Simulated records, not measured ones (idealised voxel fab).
You're looking at the process module voxel spacer lines.
Cross-section cut spans 190 nm and uses square cells 5 nm in size.
When this document writes out a cross-section, it uses a grid of square cells and lists it as bands, beginning at the top and moving down, with a band standing for one or more rows of cells.
Heads up on the band format: heights come first, top then bottom, in nm. After that it's the materials left to right, each with its width in nm. A single material flagged "full width" fills the whole band edge to edge, and "empty" means there's empty space there.
Heights are measured from 0, the level below which the as-received wafer is all one material; the lowest band has no bottom and continues downward, written as in "0..down".
So if you see something like "30 to 40" for the width, read it as the top row of the band sitting at the first number and the bottom row at the second, with every row in between moving by the same amount as the last.
Any step labelled "no alterations made" changed none of the cells in the cross-section.
"Enclosed void entries" specifies each empty space that is not open to the top and that occupies no fewer than 8 cells, using the form width x height at distance, the distance measured from the left edge and all three quantities in nm.
Where a step's line continues beyond its settings, the continuation is a remark by the simulator itself on that step.
overlay nm: right-of-plan distance of the mask on a masked step; negative values mean left-of-plan.

-- So here's the lineup of process steps we planned
1) RECEIVE (material Si)
2) CONFORMAL_DEP (material Al2O3; thk nm 5)
3) DIRECTIONAL_DEP (material TiN; thk nm 15)
4) DIRECTIONAL_DEP (material aC; thk nm 20)
5) PATTERN (tone cover; mask id MANDREL; material resist; width nm 15; pitch nm 50; thk nm 30; overlay nm 0)
6) DIRECTIONAL_ETCH (etch materials aC; depth nm 20)
7) STRIP (etch materials resist)
8) CONFORMAL_DEP (material SiN; thk nm 10)
9) DIRECTIONAL_ETCH (etch materials SiN; depth nm 10)
10) STRIP (etch materials aC)
11) DIRECTIONAL_ETCH (etch materials TiN; depth nm 15)
12) STRIP (etch materials SiN)

-- Delivered wafer in cross-section: state after step 1
    0..down | Si full width
    Enclosed void entries: none

-- Cross-sectional view of the first of the two wafers upon completion of the module, processed in accordance with the plan
    20..5 | 50 empty / 10 TiN / 15 empty / 10 TiN / 15 empty / 10 TiN / 15 empty / 10 TiN / 55 empty
    5..0 | Al2O3 full width
    0..down | Si full width
    Enclosed void entries: none

-- This is the second of the two wafers, cross-sectioned at the end of the module; it started exactly like the first and was given the same plan, but it was run with one mistake
    20..5 | 50 empty / 35 TiN / 15 empty / 35 TiN / 55 empty
    5..0 | Al2O3 full width
    0..down | Si full width
    Enclosed void entries: none
what went wrong: contrary to the plan, steps 10 and 11 were processed in exchanged order
The final cell counts differ between the wafers, with the second having more or fewer of some materials than the first: 18 more of TiN
